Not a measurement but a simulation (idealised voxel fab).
The process module presented herein is designated voxel self aligned contacts.
In the cross-section labelled cut, the width is 270 nm and each square cell is 5 nm.
The cross-sections in this document take the form of a grid made of square cells. They are written out as bands, in order from top to bottom. Each band consists of one or more rows of cells. Heads up on the band format: heights come first, top then bottom, in nm. After that it's the materials left to right, each with its width in nm. A single material flagged "all across" fills the whole band edge to edge, and "air" means there's empty space there. For the purposes of this specification, 0 denotes the height below which the wafer in its as-received condition is composed wholly of one material, and the lowermost band, lacking a lower limit, extends downward without end, as expressed in "from 0 down". Graded width ("30 to 40"): value in top row of band = first number; value in bottom row = second number; row-to-row change constant. When a step is marked "no change occurred", none of the cells in the cross-section changed during that step. Closed empty spaces (no open way to the top) of 8 cells or more are what "Non-vented voids" lists, each as width x height at distance from the left edge, nm for all three. On each step's line, the part that comes after the settings is the simulator's own comment on the step. On any step carrying a mask, the "overlay nm" setting, if present on the step's line, tells how far right of its planned place the mask lay; negative values point to the left.

### The following list gives the planned process steps
1. RECEIVE (material Si)
2. CONFORMAL_DEP (material SiO2; thk nm 5)
3. DIRECTIONAL_DEP (material polySi; thk nm 25)
4. DIRECTIONAL_DEP (material SiN; thk nm 25)
5. DIRECTIONAL_DEP (material aC; thk nm 10)
6. PATTERN (tone cover; mask id GATE; material resist; width nm 30; pitch nm 75; thk nm 25; overlay nm 0)
7. DIRECTIONAL_ETCH (etch materials aC; depth nm 10)
8. STRIP (etch materials resist)
9. DIRECTIONAL_ETCH (etch materials SiN; depth nm 25)
10. DIRECTIONAL_ETCH (etch materials polySi; depth nm 25)
11. STRIP (etch materials aC)
12. CONFORMAL_DEP (material SiN; thk nm 10)
13. DIRECTIONAL_ETCH (etch materials SiN; depth nm 10)
14. FILL_DEP (material SiO2; thk nm 10)
15. CMP (height nm 60)
16. DIRECTIONAL_DEP (material aC; thk nm 10)
17. PATTERN (tone open; mask id CONTACT; material resist; width nm 55; thk nm 30; overlay nm 0)
18. DIRECTIONAL_ETCH (etch materials aC; depth nm 10)
19. STRIP (etch materials resist)
20. DIRECTIONAL_ETCH (etch materials SiO2; depth nm 60)
21. STRIP (etch materials aC)
22. CONFORMAL_DEP (material TiN; thk nm 5)
23. FILL_DEP (material W; thk nm 5)
24. CMP (height nm 60)
25. CONFORMAL_DEP (material SiCN; thk nm 5)

### First of two wafers - as planned

### Incoming wafer, cross-sectional view, post step 1
from 0 down: Si all across
Non-vented voids: none

### Presented here is a cross-section of the wafer after step 2 has been performed
from 5 to 0: SiO2 all across
Below 0, the layers are the same as they were.

### Presented here is a cross-section of the wafer after step 3 has been performed
from 30 to 5: polySi all across
Below 5, the layers are the same as they were.

### Presented here is a cross-section of the wafer after step 4 has been performed
from 55 to 30: SiN all across
Below 30, the layers are the same as they were.

### Presented here is a cross-section of the wafer after step 5 has been performed
from 65 to 55: aC all across
Below 55, the layers are the same as they were.

### Presented here is a cross-section of the wafer after step 6 has been performed
from 90 to 65: 80 of air / 30 of resist / 45 of air / 30 of resist / 85 of air
Below 65, the layers are the same as they were.

### Presented here is a cross-section of the wafer after step 7 has been performed
from 80 to 65: 80 of air / 30 of resist / 45 of air / 30 of resist / 85 of air
from 65 to 55: 80 of air / 30 of aC / 45 of air / 30 of aC / 85 of air
Below 55, the layers are the same as they were.

### Presented here is a cross-section of the wafer after step 8 has been performed
from 65 to 55: 80 of air / 30 of aC / 45 of air / 30 of aC / 85 of air
Below 55, the layers are the same as they were.

### Presented here is a cross-section of the wafer after step 9 has been performed
from 65 to 55: 80 of air / 30 of aC / 45 of air / 30 of aC / 85 of air
from 55 to 30: 80 of air / 30 of SiN / 45 of air / 30 of SiN / 85 of air
Below 30, the layers are the same as they were.

### Presented here is a cross-section of the wafer after step 10 has been performed
from 65 to 55: 80 of air / 30 of aC / 45 of air / 30 of aC / 85 of air
from 55 to 30: 80 of air / 30 of SiN / 45 of air / 30 of SiN / 85 of air
from 30 to 5: 80 of air / 30 of polySi / 45 of air / 30 of polySi / 85 of air
Below 5, the layers are the same as they were.

### Presented here is a cross-section of the wafer after step 11 has been performed
from 55 to 30: 80 of air / 30 of SiN / 45 of air / 30 of SiN / 85 of air
Below 30, the layers are the same as they were.

### Presented here is a cross-section of the wafer after step 12 has been performed
from 65 to 30: 70 of air / 50 of SiN / 25 of air / 50 of SiN / 75 of air
from 30 to 15: 70 of air / 10 of SiN / 30 of polySi / 10 of SiN / 25 of air / 10 of SiN / 30 of polySi / 10 of SiN / 75 of air
from 15 to 5: 80 of SiN / 30 of polySi / 45 of SiN / 30 of polySi / 85 of SiN
Below 5, the layers are the same as they were.

### Presented here is a cross-section of the wafer after step 13 has been performed
from 55 to 30: 70 of air / 50 of SiN / 25 of air / 50 of SiN / 75 of air
from 30 to 5: 70 of air / 10 of SiN / 30 of polySi / 10 of SiN / 25 of air / 10 of SiN / 30 of polySi / 10 of SiN / 75 of air
Below 5, the layers are the same as they were.

### Presented here is a cross-section of the wafer after step 14 has been performed
from 65 to 55: SiO2 all across
from 55 to 30: 70 of SiO2 / 50 of SiN / 25 of SiO2 / 50 of SiN / 75 of SiO2
from 30 to 5: 70 of SiO2 / 10 of SiN / 30 of polySi / 10 of SiN / 25 of SiO2 / 10 of SiN / 30 of polySi / 10 of SiN / 75 of SiO2
Below 5, the layers are the same as they were.

### Presented here is a cross-section of the wafer after step 15 has been performed
from 60 to 55: SiO2 all across
Below 55, the layers are the same as they were.

### Presented here is a cross-section of the wafer after step 16 has been performed
from 70 to 60: aC all across
Below 60, the layers are the same as they were.

### Presented here is a cross-section of the wafer after step 17 has been performed
from 100 to 70: 105 of resist / 55 of air / 110 of resist
Below 70, the layers are the same as they were.

### Presented here is a cross-section of the wafer after step 18 has been performed
from 90 to 70: 105 of resist / 55 of air / 110 of resist
from 70 to 60: 105 of aC / 55 of air / 110 of aC
Below 60, the layers are the same as they were.

### Presented here is a cross-section of the wafer after step 19 has been performed
from 70 to 60: 105 of aC / 55 of air / 110 of aC
Below 60, the layers are the same as they were.

### Presented here is a cross-section of the wafer after step 20 has been performed
from 70 to 60: 105 of aC / 55 of air / 110 of aC
from 60 to 55: 105 of SiO2 / 55 of air / 110 of SiO2
from 55 to 30: 70 of SiO2 / 50 of SiN / 25 of air / 50 of SiN / 75 of SiO2
from 30 to 5: 70 of SiO2 / 10 of SiN / 30 of polySi / 10 of SiN / 25 of air / 10 of SiN / 30 of polySi / 10 of SiN / 75 of SiO2
from 5 to 0: 120 of SiO2 / 25 of air / 125 of SiO2
Below 0, the layers are the same as they were.

### Presented here is a cross-section of the wafer after step 21 has been performed
from 60 to 55: 105 of SiO2 / 55 of air / 110 of SiO2
Below 55, the layers are the same as they were.

### Presented here is a cross-section of the wafer after step 22 has been performed
from 65 to 60: 110 of TiN / 45 of air / 115 of TiN
from 60 to 55: 105 of SiO2 / 20 of TiN / 15 of air / 20 of TiN / 110 of SiO2
from 55 to 30: 70 of SiO2 / 50 of SiN / 5 of TiN / 15 of air / 5 of TiN / 50 of SiN / 75 of SiO2
from 30 to 5: 70 of SiO2 / 10 of SiN / 30 of polySi / 10 of SiN / 5 of TiN / 15 of air / 5 of TiN / 10 of SiN / 30 of polySi / 10 of SiN / 75 of SiO2
from 5 to 0: 120 of SiO2 / 25 of TiN / 125 of SiO2
Below 0, the layers are the same as they were.

### Presented here is a cross-section of the wafer after step 23 has been performed
from 70 to 65: W all across
from 65 to 60: 110 of TiN / 45 of W / 115 of TiN
from 60 to 55: 105 of SiO2 / 20 of TiN / 15 of W / 20 of TiN / 110 of SiO2
from 55 to 30: 70 of SiO2 / 50 of SiN / 5 of TiN / 15 of W / 5 of TiN / 50 of SiN / 75 of SiO2
from 30 to 5: 70 of SiO2 / 10 of SiN / 30 of polySi / 10 of SiN / 5 of TiN / 15 of W / 5 of TiN / 10 of SiN / 30 of polySi / 10 of SiN / 75 of SiO2
Below 5, the layers are the same as they were.

### Presented here is a cross-section of the wafer after step 24 has been performed
from 60 to 55: 105 of SiO2 / 20 of TiN / 15 of W / 20 of TiN / 110 of SiO2
Below 55, the layers are the same as they were.

### Presented here is a cross-section of the wafer after step 25 has been performed
from 65 to 60: SiCN all across
Below 60, the layers are the same as they were.

### Now the other wafer: same start, same recipe, but we messed up one thing when running it. Up to and including step 5 it's the same as the first one

### Second wafer, cross-section, planned end of step 6
from 90 to 65: 80 of resist / 30 of air / 45 of resist / 30 of air / 85 of resist
Below 65, the layers are the same as they were.

### Second wafer, cross-section, planned end of step 7
from 80 to 65: 80 of resist / 30 of air / 45 of resist / 30 of air / 85 of resist
from 65 to 55: 80 of aC / 30 of air / 45 of aC / 30 of air / 85 of aC
Below 55, the layers are the same as they were.

### Second wafer, cross-section, planned end of step 8
from 65 to 55: 80 of aC / 30 of air / 45 of aC / 30 of air / 85 of aC
Below 55, the layers are the same as they were.

### Second wafer, cross-section, planned end of step 9
from 65 to 55: 80 of aC / 30 of air / 45 of aC / 30 of air / 85 of aC
from 55 to 30: 80 of SiN / 30 of air / 45 of SiN / 30 of air / 85 of SiN
Below 30, the layers are the same as they were.

### Second wafer, cross-section, planned end of step 10
from 65 to 55: 80 of aC / 30 of air / 45 of aC / 30 of air / 85 of aC
from 55 to 30: 80 of SiN / 30 of air / 45 of SiN / 30 of air / 85 of SiN
from 30 to 5: 80 of polySi / 30 of air / 45 of polySi / 30 of air / 85 of polySi
Below 5, the layers are the same as they were.

### Second wafer, cross-section, planned end of step 11
from 55 to 30: 80 of SiN / 30 of air / 45 of SiN / 30 of air / 85 of SiN
Below 30, the layers are the same as they were.

### Second wafer, cross-section, planned end of step 12
from 65 to 30: 90 of SiN / 10 of air / 65 of SiN / 10 of air / 95 of SiN
from 30 to 15: 80 of polySi / 10 of SiN / 10 of air / 10 of SiN / 45 of polySi / 10 of SiN / 10 of air / 10 of SiN / 85 of polySi
from 15 to 5: 80 of polySi / 30 of SiN / 45 of polySi / 30 of SiN / 85 of polySi
Below 5, the layers are the same as they were.

### Second wafer, cross-section, planned end of step 13
from 55 to 30: 90 of SiN / 10 of air / 65 of SiN / 10 of air / 95 of SiN
from 30 to 5: 80 of polySi / 10 of SiN / 10 of air / 10 of SiN / 45 of polySi / 10 of SiN / 10 of air / 10 of SiN / 85 of polySi
Below 5, the layers are the same as they were.

### Second wafer, cross-section, planned end of step 14
from 65 to 55: SiO2 all across
from 55 to 30: 90 of SiN / 10 of SiO2 / 65 of SiN / 10 of SiO2 / 95 of SiN
from 30 to 5: 80 of polySi / 10 of SiN / 10 of SiO2 / 10 of SiN / 45 of polySi / 10 of SiN / 10 of SiO2 / 10 of SiN / 85 of polySi
Below 5, the layers are the same as they were.

### Second wafer, cross-section, planned end of step 15
from 60 to 55: SiO2 all across
Below 55, the layers are the same as they were.

### Second wafer, cross-section, planned end of step 16
from 70 to 60: aC all across
Below 60, the layers are the same as they were.

### Second wafer, cross-section, planned end of step 17
from 100 to 70: 105 of resist / 55 of air / 110 of resist
Below 70, the layers are the same as they were.

### Second wafer, cross-section, planned end of step 18
from 90 to 70: 105 of resist / 55 of air / 110 of resist
from 70 to 60: 105 of aC / 55 of air / 110 of aC
Below 60, the layers are the same as they were.

### Second wafer, cross-section, planned end of step 19
from 70 to 60: 105 of aC / 55 of air / 110 of aC
Below 60, the layers are the same as they were.

### Second wafer, cross-section, planned end of step 20
from 70 to 60: 105 of aC / 55 of air / 110 of aC
from 60 to 55: 105 of SiO2 / 55 of air / 110 of SiO2
Below 55, the layers are the same as they were.

### Second wafer, cross-section, planned end of step 21
from 60 to 55: 105 of SiO2 / 55 of air / 110 of SiO2
Below 55, the layers are the same as they were.

### Second wafer, cross-section, planned end of step 22
from 65 to 60: 110 of TiN / 45 of air / 115 of TiN
from 60 to 55: 105 of SiO2 / 55 of TiN / 110 of SiO2
Below 55, the layers are the same as they were.

### Second wafer, cross-section, planned end of step 23
from 70 to 65: W all across
from 65 to 60: 110 of TiN / 45 of W / 115 of TiN
Below 60, the layers are the same as they were.

### Second wafer, cross-section, planned end of step 24
from 60 to 55: 105 of SiO2 / 55 of TiN / 110 of SiO2
Below 55, the layers are the same as they were.

### Second wafer, cross-section, planned end of step 25
from 65 to 60: SiCN all across
Below 60, the layers are the same as they were.
Finding, execution versus plan: step 6 went in with a setting other than planned; the actual run was PATTERN (tone open; mask id GATE; material resist; width nm 30; pitch nm 75; thk nm 25; overlay nm 0)
Wafer comparison, final, in cells, second relative to first, materials more or fewer: +150 SiN | -245 SiO2 | -22 TiN | -33 W | +150 polySi
